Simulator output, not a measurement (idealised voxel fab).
process module | voxel gate over fins
cross-section cut | 195 nm wide | cells 5 nm
A cross-section is a grid of square cells, given in bands from the top down. A band is one or more rows of cells.
Each band's line starts with the height of the band's top and of its bottom, in nm. Then come its materials from left to right, each with its width in nm. One material with "throughout" fills the band from edge to edge. "air" is empty space.
Height 0 is the level under which the wafer as received is all one material. The lowest band goes on downwards, as in "0 down".
A width such as "30 to 40" changes by the same amount from each row of cells to the next, from the band's top row to its bottom row.
"no change" after a step means that no cell of the cross-section changed.
closed voids: empty space of 8 cells or more with no open way to the top, each as width x height at its distance from the left edge, in nm
after a step's settings: what the simulator itself notes on the step
overlay nm, on a step with a mask: how far to the right of its planned place the mask lay; to the left if negative
plan
1 op RECEIVE | material Si
2 op CONFORMAL_DEP | material SiN | thk nm 5
3 op PATTERN | tone cover | mask id FINS | material resist | width nm 15 | pitch nm 40 | thk nm 20 | overlay nm 0
4 op DIRECTIONAL_ETCH | etch materials SiN | depth nm 5
5 op DIRECTIONAL_ETCH | etch materials Si | depth nm 35
6 op STRIP | etch materials resist
7 op OXIDIZE | depth nm 5
8 op FILL_DEP | material SiO2 | thk nm 15
9 op CMP | height nm 5
10 op SELECTIVE_ETCH | etch materials SiO2 | depth nm 10
11 op STRIP | etch materials SiN
12 op CONFORMAL_DEP | material HfO2 | thk nm 5
13 op CONFORMAL_DEP | material TiN | thk nm 5
14 op FILL_DEP | material W | thk nm 15
15 op CMP | height nm 20
16 op CONFORMAL_DEP | material SiCN | thk nm 10
varied across the wafers: depth nm of step 10. The plan shows the first wafer's value. All wafers start alike
first wafer as received, after step 1
  0 down: Si throughout
  closed voids: none
first wafer at the end, after step 16
  30 to 20: SiCN throughout
  20 to 10: W throughout
  10 to 5: W 65 | TiN 25 | W 15 | TiN 25 | W 65
  5 to 0: TiN 70 | HfO2 15 | TiN 25 | HfO2 15 | TiN 70
  0 to -5: HfO2 75 | Si 5 | HfO2 35 | Si 5 | HfO2 75
  -5 to -40: SiO2 75 | Si 5 | SiO2 35 | Si 5 | SiO2 75
  -40 down: Si throughout
  closed voids: none
last wafer at the end
  30 to 20: SiCN throughout
  20 to 10: W throughout
  10 to 5: W 65 | TiN 25 | W 15 | TiN 25 | W 65
  5 to 0: W 65 | TiN 5 | HfO2 15 | TiN 5 | W 15 | TiN 5 | HfO2 15 | TiN 5 | W 65
  0 to -20: W 65 | TiN 5 | HfO2 5 | Si 5 | HfO2 5 | TiN 5 | W 15 | TiN 5 | HfO2 5 | Si 5 | HfO2 5 | TiN 5 | W 65
  -20 to -25: TiN 70 | HfO2 5 | Si 5 | HfO2 5 | TiN 25 | HfO2 5 | Si 5 | HfO2 5 | TiN 70
  -25 to -30: HfO2 75 | Si 5 | HfO2 35 | Si 5 | HfO2 75
  -30 to -40: SiO2 75 | Si 5 | SiO2 35 | Si 5 | SiO2 75
  -40 down: Si throughout
  closed voids: none
each wafer at the end: cells of each material gained (+) or lost (-) since it was received, then its closed voids
depth nm 10 | +43 HfO2 | -296 Si | +78 SiCN | +259 SiO2 | +43 TiN | +107 W | closed voids: none
depth nm 15 | +47 HfO2 | -296 Si | +78 SiCN | +222 SiO2 | +47 TiN | +136 W | closed voids: none
depth nm 20 | +51 HfO2 | -296 Si | +78 SiCN | +185 SiO2 | +51 TiN | +165 W | closed voids: none
depth nm 25 | +55 HfO2 | -296 Si | +78 SiCN | +148 SiO2 | +55 TiN | +194 W | closed voids: none
depth nm 30 | +59 HfO2 | -296 Si | +78 SiCN | +111 SiO2 | +59 TiN | +223 W | closed voids: none
depth nm 35 | +63 HfO2 | -296 Si | +78 SiCN | +74 SiO2 | +63 TiN | +252 W | closed voids: none
